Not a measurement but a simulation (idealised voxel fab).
A process module follows: voxel fin reveal.
Cross-section cut: width 190 nm, square cells of 5 nm.
If you're reading a cross-section in this doc, picture square cells in a grid; it comes to you as bands, top ones listed first down to the bottom, and a band can be one or more rows of cells.
Per band: top height and bottom height in nm, followed by the left-to-right materials and their widths in nm; "edge to edge" marks a single material spanning edge to edge, "blank" marks empty space.
Height is counted from the level 0, under which the received wafer is composed throughout of one material. The lowest of the bands is not closed at the bottom but continues downward, in the notation "0 -> down".
So if you see something like "30..40" for the width, read it as the top row of the band sitting at the first number and the bottom row at the second, with every row in between moving by the same amount as the last.
"identical to before" for a step: no cell of the cross-section changed in that step.
Closed empty spaces (no open way to the top) of 8 cells or more are what "Sealed cavities" lists, each as width x height at distance from the left edge, nm for all three.
Read whatever lies past the settings on a step's line as the simulator's own remark about the step.
A step line may carry the setting "overlay nm", which, for steps involving a mask, states the distance by which the mask lay to the right of its intended position; negative values denote displacement to the left.

**These are the steps we planned for the process**
step 1: RECEIVE,material Si
step 2: CONFORMAL_DEP,material SiN,thk nm 10
step 3: DIRECTIONAL_DEP,material aC,thk nm 10
step 4: PATTERN,tone cover,mask id FINS,material resist,width nm 15,pitch nm 40,thk nm 25,overlay nm 0
step 5: DIRECTIONAL_ETCH,etch materials aC,depth nm 10
step 6: STRIP,etch materials resist
step 7: DIRECTIONAL_ETCH,etch materials SiN,depth nm 10
step 8: DIRECTIONAL_ETCH,etch materials Si,depth nm 30
step 9: STRIP,etch materials aC
step 10: FILL_DEP,material SiO2,thk nm 10
step 11: CMP,height nm 10
step 12: SELECTIVE_ETCH,etch materials SiO2,depth nm 20
step 13: STRIP,etch materials SiN
step 14: CONFORMAL_DEP,material SiO2,thk nm 5

**Here's what the wafer looked like in cross-section when it arrived - that's after step 1**
    0 -> down = Si edge to edge
    Sealed cavities: none

**Cross-section, end of module. Start: as above. Plan: as above. Execution: one mistake**
    5 -> 0 = blank: 60, SiO2: 25, blank: 15, SiO2: 25, blank: 65
    0 -> -5 = blank: 60, SiO2: 5, Si: 15, SiO2: 5, blank: 15, SiO2: 5, Si: 15, SiO2: 5, blank: 65
    -5 -> -25 = SiO2: 65, Si: 15, SiO2: 25, Si: 15, SiO2: 70
    -25 -> down = Si edge to edge
    Sealed cavities: none
Misprocessing identified: in deviation from the planned setting, step 8 was conducted as DIRECTIONAL_ETCH,etch materials Si,depth nm 25
